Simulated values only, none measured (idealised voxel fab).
Process module name: voxel double patterning
Cross-sectional view cut (width: 250 nm; square cell size: 5 nm).
Think of the cross-section as a grid of square cells. We describe it in bands, top to bottom, and each band covers one or more rows of those cells.
Band entry format. Leading values: height of top, height of bottom, nm. Remainder: materials in left-to-right order, each with its width in nm. Special words: "all across" on a single material, which then fills the band edge to edge; "blank", empty space.
Height reference: 0 = level under which incoming wafer is all one material. Lowest band: no bottom, runs on downward, e.g. "z 0 and below".
Width "30->40": first value at the band's top row of cells, second value at its bottom row, equal change from row to row.
Any step labelled "no modification" changed none of the cells in the cross-section.
"Cavities, sealed": empty spaces of 8 cells or more with no open way to the top, each given as width x height at distance, distance from the left edge, all in nm.
The remark found on a step's line after its settings is issued by the simulator itself and pertains to that step.
For masked steps, "overlay nm" on the step line gives how far right of plan the mask actually lay; a minus sign means it lay to the left.
The process steps that were planned are listed below
- 1: RECEIVE with material Si
- 2: CONFORMAL_DEP with material SiN, thk nm 10
- 3: DIRECTIONAL_DEP with material SiO2, thk nm 20
- 4: DIRECTIONAL_DEP with material SiCN, thk nm 10
- 5: MASKED_ETCH with tone open, mask id FIRST, width nm 15, pitch nm 50, etch materials SiCN, depth nm 10, overlay nm 0
- 6: DIRECTIONAL_DEP with material aC, thk nm 10
- 7: PATTERN with tone open, mask id SECOND, material resist, width nm 15, pitch nm 50, thk nm 30, overlay nm 0
- 8: DIRECTIONAL_ETCH with etch materials aC, depth nm 10
- 9: STRIP with etch materials resist
- 10: DIRECTIONAL_ETCH with etch materials SiCN, depth nm 10
- 11: STRIP with etch materials aC
- 12: DIRECTIONAL_ETCH with etch materials SiO2, depth nm 20
- 13: STRIP with etch materials SiCN
As-received wafer cross-section (after step 1)
- z 0 and below  Si all across
- Cavities, sealed: none
As-planned run: cross-section of the first of two wafers at end of module
- z 30 to 10  SiO2 (65), then blank (15), then SiO2 (10), then blank (15), then SiO2 (10), then blank (15), then SiO2 (10), then blank (15), then SiO2 (10), then blank (15), then SiO2 (70)
- z 10 to 0  SiN all across
- z 0 and below  Si all across
- Cavities, sealed: none
Cross-section of the latter of the two wafers at module completion. It had an identical start and an identical plan to the former; in running it, one mistake was made
- z 30 to 10  SiO2 (65), then blank (115), then SiO2 (70)
- z 10 to 0  SiN all across
- z 0 and below  Si all across
- Cavities, sealed: none
Finding, execution versus plan: step 9 went in with a setting other than planned; the actual run was STRIP with etch materials SiCN
FYI, end of process, the second wafer has more or fewer cells of some materials than the first: SiO2 -32
